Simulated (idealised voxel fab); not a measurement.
The following is a process module called voxel released beams.
Xsec cut, 200 nm wide, square cell size 5 nm.
When this document writes out a cross-section, it uses a grid of square cells and lists it as bands, beginning at the top and moving down, with a band standing for one or more rows of cells.
Each band's line starts with the height of the band's top and of its bottom, in nm. Then come its materials from left to right, each with its width in nm. One material with "throughout" fills the band from edge to edge. "blank" is empty space.
Where do heights start? At 0: under that level the wafer as delivered is made of one material only. And the lowest band has no floor; it just carries on downward, as in "0 -> down".
The notation "30->40" denotes a width that varies across the rows of cells in the band, beginning at the first number in the top row, finishing at the second number in the bottom row, and changing by an identical amount from each row to the next.
Take "everything unchanged" at face value: in the step it is given for, the cross-section changed in none of its cells.
The entry "Sealed-off cavities" lists the empty spaces that cover at least 8 cells and have no open path to the top. Each is written as width x height at distance, where the distance is measured from the left edge and all three values are in nm.
It should be noted that, on the line of a given step, the content following the step's settings is a remark produced by the simulator itself with respect to that step.
The line of a step may include "overlay nm". On a step with a mask, this value is how far to the right of its planned place the mask lay. A negative value means the mask lay to the left.

# Listed below are the process steps as planned
1. RECEIVE: material Si
2. CONFORMAL_DEP: material SiN, thk nm 10
3. DIRECTIONAL_DEP: material SiO2, thk nm 10
4. MASKED_ETCH: tone open, mask id ANCHOR, width nm 30, etch materials SiO2, depth nm 10, overlay nm 0
5. CONFORMAL_DEP: material W, thk nm 10
6. DIRECTIONAL_DEP: material aC, thk nm 15
7. PATTERN: tone cover, mask id BEAM, material resist, width nm 90, thk nm 35, overlay nm 0
8. DIRECTIONAL_ETCH: etch materials aC, depth nm 15
9. STRIP: etch materials resist
10. DIRECTIONAL_ETCH: etch materials W, depth nm 10
11. STRIP: etch materials aC
12. STRIP: etch materials SiO2

# first wafer, as planned

# The cross-section here shows the wafer as received, i.e. in its state after step 1
* 0 -> down  Si throughout
* Sealed-off cavities: none

# after step 2
* 10 -> 0  SiN throughout
* Beneath the level 0, the cross-section is identical to its previous state.

# after step 3
* 20 -> 10  SiO2 throughout
* Beneath the level 10, the cross-section is identical to its previous state.

# after step 4
* 20 -> 10  SiO2 (55)  blank (30)  SiO2 (115)
* Beneath the level 10, the cross-section is identical to its previous state.

# after step 5
* 30 -> 20  W (65)  blank (10)  W (125)
* 20 -> 10  SiO2 (55)  W (30)  SiO2 (115)
* Beneath the level 10, the cross-section is identical to its previous state.

# after step 6
* 45 -> 35  aC (65)  blank (10)  aC (125)
* 35 -> 30  aC throughout
* 30 -> 20  W (65)  aC (10)  W (125)
* Beneath the level 20, the cross-section is identical to its previous state.

# after step 7
* 80 -> 45  blank (50)  resist (90)  blank (60)
* 45 -> 35  aC (65)  resist (10)  aC (125)
* Beneath the level 35, the cross-section is identical to its previous state.

# after step 8
* 65 -> 45  blank (50)  resist (90)  blank (60)
* 45 -> 35  blank (50)  aC (15)  resist (10)  aC (65)  blank (60)
* 35 -> 30  blank (50)  aC (90)  blank (60)
* Beneath the level 30, the cross-section is identical to its previous state.

# after step 9
* 45 -> 35  blank (50)  aC (15)  blank (10)  aC (65)  blank (60)
* Beneath the level 35, the cross-section is identical to its previous state.

# after step 10
* 45 -> 35  blank (50)  aC (15)  blank (10)  aC (65)  blank (60)
* 35 -> 30  blank (50)  aC (90)  blank (60)
* 30 -> 20  blank (50)  W (15)  aC (10)  W (65)  blank (60)
* Beneath the level 20, the cross-section is identical to its previous state.

# after step 11
* 30 -> 20  blank (50)  W (15)  blank (10)  W (65)  blank (60)
* Beneath the level 20, the cross-section is identical to its previous state.

# after step 12
* 30 -> 20  blank (50)  W (15)  blank (10)  W (65)  blank (60)
* 20 -> 10  blank (55)  W (30)  blank (115)
* Beneath the level 10, the cross-section is identical to its previous state.

# Wafer two: like wafer one in start and plan, but with one mistake in execution; identical up to and including step 3

# X-section, second wafer, when step 4 was due to finish
* 20 -> 10  blank (55)  SiO2 (30)  blank (115)
* Beneath the level 10, the cross-section is identical to its previous state.

# X-section, second wafer, when step 5 was due to finish
* 30 -> 20  blank (45)  W (50)  blank (105)
* 20 -> 10  W (55)  SiO2 (30)  W (115)
* Beneath the level 10, the cross-section is identical to its previous state.

# X-section, second wafer, when step 6 was due to finish
* 45 -> 35  blank (45)  aC (50)  blank (105)
* 35 -> 30  aC throughout
* 30 -> 20  aC (45)  W (50)  aC (105)
* Beneath the level 20, the cross-section is identical to its previous state.

# X-section, second wafer, when step 7 was due to finish
* 80 -> 45  blank (50)  resist (90)  blank (60)
* 45 -> 35  blank (45)  aC (50)  resist (45)  blank (60)
* Beneath the level 35, the cross-section is identical to its previous state.

# X-section, second wafer, when step 8 was due to finish
* 65 -> 45  blank (50)  resist (90)  blank (60)
* 45 -> 35  blank (50)  aC (45)  resist (45)  blank (60)
* 35 -> 30  blank (50)  aC (90)  blank (60)
* 30 -> 20  blank (45)  W (50)  aC (45)  blank (60)
* Beneath the level 20, the cross-section is identical to its previous state.

# X-section, second wafer, when step 9 was due to finish
* 45 -> 35  blank (50)  aC (45)  blank (105)
* Beneath the level 35, the cross-section is identical to its previous state.

# X-section, second wafer, when step 10 was due to finish
* 45 -> 35  blank (50)  aC (45)  blank (105)
* 35 -> 30  blank (50)  aC (90)  blank (60)
* 30 -> 20  blank (50)  W (45)  aC (45)  blank (60)
* 20 -> 10  blank (45)  W (10)  SiO2 (30)  W (55)  blank (60)
* Beneath the level 10, the cross-section is identical to its previous state.

# X-section, second wafer, when step 11 was due to finish
* 30 -> 20  blank (50)  W (45)  blank (105)
* Beneath the level 20, the cross-section is identical to its previous state.

X-section, second wafer, when step 12 was due to finish: everything unchanged
Error vs. plan: planned and actual differ for step 4; actual: MASKED_ETCH: tone cover, mask id ANCHOR, width nm 30, etch materials SiO2, depth nm 10, overlay nm 0
The final cell counts differ between the wafers, with the second having more or fewer of some materials than the first: 12 more of SiO2
